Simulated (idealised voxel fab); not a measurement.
The following is a process module called voxel gate over fins.
This is section cut - it's 195 nm across, gridded in 5 nm square cells.
In this document a cross-section is written as a grid of square cells. It is given as a series of bands, listed from the top down, and a band is one or more rows of cells.
Each band's line starts with the height of the band's top and of its bottom, in nm. Then come its materials from left to right, each with its width in nm. One material with "edge to edge" fills the band from edge to edge. "air" is empty space.
It should be noted that heights are counted from 0, beneath which the wafer as supplied is of one material throughout, and that the lowest band possesses no lower boundary but continues downward, as written in "0 and below".
The notation "30 to 40" denotes a width that varies across the rows of cells in the band, beginning at the first number in the top row, finishing at the second number in the bottom row, and changing by an identical amount from each row to the next.
When a step is marked "all unchanged", none of the cells in the cross-section changed during that step.
"Cavities, sealed" specifies each empty space that is not open to the top and that occupies no fewer than 8 cells, using the form width x height at distance, the distance measured from the left edge and all three quantities in nm.
Where a step's line continues beyond its settings, the continuation is a remark by the simulator itself on that step.
The line of a step may include "overlay nm". On a step with a mask, this value is how far to the right of its planned place the mask lay. A negative value means the mask lay to the left.

These are the steps we planned for the process:
1 RECEIVE: material Si
2 CONFORMAL_DEP: material SiN, thk nm 5
3 PATTERN: tone cover, mask id FINS, material resist, width nm 15, pitch nm 40, thk nm 15, overlay nm 0
4 DIRECTIONAL_ETCH: etch materials SiN, depth nm 5
5 DIRECTIONAL_ETCH: etch materials Si, depth nm 40
6 STRIP: etch materials resist
7 FILL_DEP: material SiO2, thk nm 10
8 CMP: height nm 5
9 SELECTIVE_ETCH: etch materials SiO2, depth nm 20
10 STRIP: etch materials SiN
11 CONFORMAL_DEP: material HfO2, thk nm 5
12 CONFORMAL_DEP: material TiN, thk nm 5
13 CONFORMAL_DEP: material TiAl, thk nm 5
14 CONFORMAL_DEP: material TiN, thk nm 5
15 FILL_DEP: material W, thk nm 15
16 CMP: height nm 30
17 CONFORMAL_DEP: material SiN, thk nm 5

Cross-section, incoming material, after step 1:
- 0 and below = Si edge to edge
- Cavities, sealed: none

First of two wafers: cross-section at end of module, run per plan:
- 35 down to 30 = SiN edge to edge
- 30 down to 20 = W edge to edge
- 20 down to 15 = 30 of W | 135 of TiN | 30 of W
- 15 down to 10 = 30 of W | 5 of TiN | 125 of TiAl | 5 of TiN | 30 of W
- 10 down to 5 = 30 of W | 5 of TiN | 5 of TiAl | 35 of TiN | 5 of TiAl | 35 of TiN | 5 of TiAl | 35 of TiN | 5 of TiAl | 5 of TiN | 30 of W
- 5 down to 0 = 35 of TiN | 5 of TiAl | 5 of TiN | 25 of HfO2 | 5 of TiN | 5 of TiAl | 5 of TiN | 25 of HfO2 | 5 of TiN | 5 of TiAl | 5 of TiN | 25 of HfO2 | 5 of TiN | 5 of TiAl | 35 of TiN
- 0 down to -5 = 40 of TiAl | 5 of TiN | 5 of HfO2 | 15 of Si | 5 of HfO2 | 5 of TiN | 5 of TiAl | 5 of TiN | 5 of HfO2 | 15 of Si | 5 of HfO2 | 5 of TiN | 5 of TiAl | 5 of TiN | 5 of HfO2 | 15 of Si | 5 of HfO2 | 5 of TiN | 40 of TiAl
- -5 down to -10 = 45 of TiN | 5 of HfO2 | 15 of Si | 5 of HfO2 | 15 of TiN | 5 of HfO2 | 15 of Si | 5 of HfO2 | 15 of TiN | 5 of HfO2 | 15 of Si | 5 of HfO2 | 45 of TiN
- -10 down to -15 = 50 of HfO2 | 15 of Si | 25 of HfO2 | 15 of Si | 25 of HfO2 | 15 of Si | 50 of HfO2
- -15 down to -40 = 50 of SiO2 | 15 of Si | 25 of SiO2 | 15 of Si | 25 of SiO2 | 15 of Si | 50 of SiO2
- -40 and below = Si edge to edge
- Cavities, sealed: none

Here's the second of our two wafers sectioned at module end. Same start as the first, same plan, but one mistake got made running it:
- 35 down to 30 = SiN edge to edge
- 30 down to 20 = W edge to edge
- 20 down to 15 = TiN edge to edge
- 15 down to 10 = TiAl edge to edge
- 10 down to 5 = TiN edge to edge
- 5 down to 0 = 55 of HfO2 | 5 of TiN | 35 of HfO2 | 5 of TiN | 35 of HfO2 | 5 of TiN | 55 of HfO2
- 0 down to -10 = 50 of Si | 5 of HfO2 | 5 of TiN | 5 of HfO2 | 25 of Si | 5 of HfO2 | 5 of TiN | 5 of HfO2 | 25 of Si | 5 of HfO2 | 5 of TiN | 5 of HfO2 | 50 of Si
- -10 down to -15 = 50 of Si | 15 of HfO2 | 25 of Si | 15 of HfO2 | 25 of Si | 15 of HfO2 | 50 of Si
- -15 down to -40 = 50 of Si | 15 of SiO2 | 25 of Si | 15 of SiO2 | 25 of Si | 15 of SiO2 | 50 of Si
- -40 and below = Si edge to edge
- Cavities, sealed: none
what went wrong: planned and actual differ for step 3; actual: PATTERN: tone open, mask id FINS, material resist, width nm 15, pitch nm 40, thk nm 15, overlay nm 0
Once processing is complete, comparing cell counts shows that the second wafer has more or fewer of certain materials than the first: +168 Si, -105 SiO2, -12 TiAl, -15 TiN, -36 W
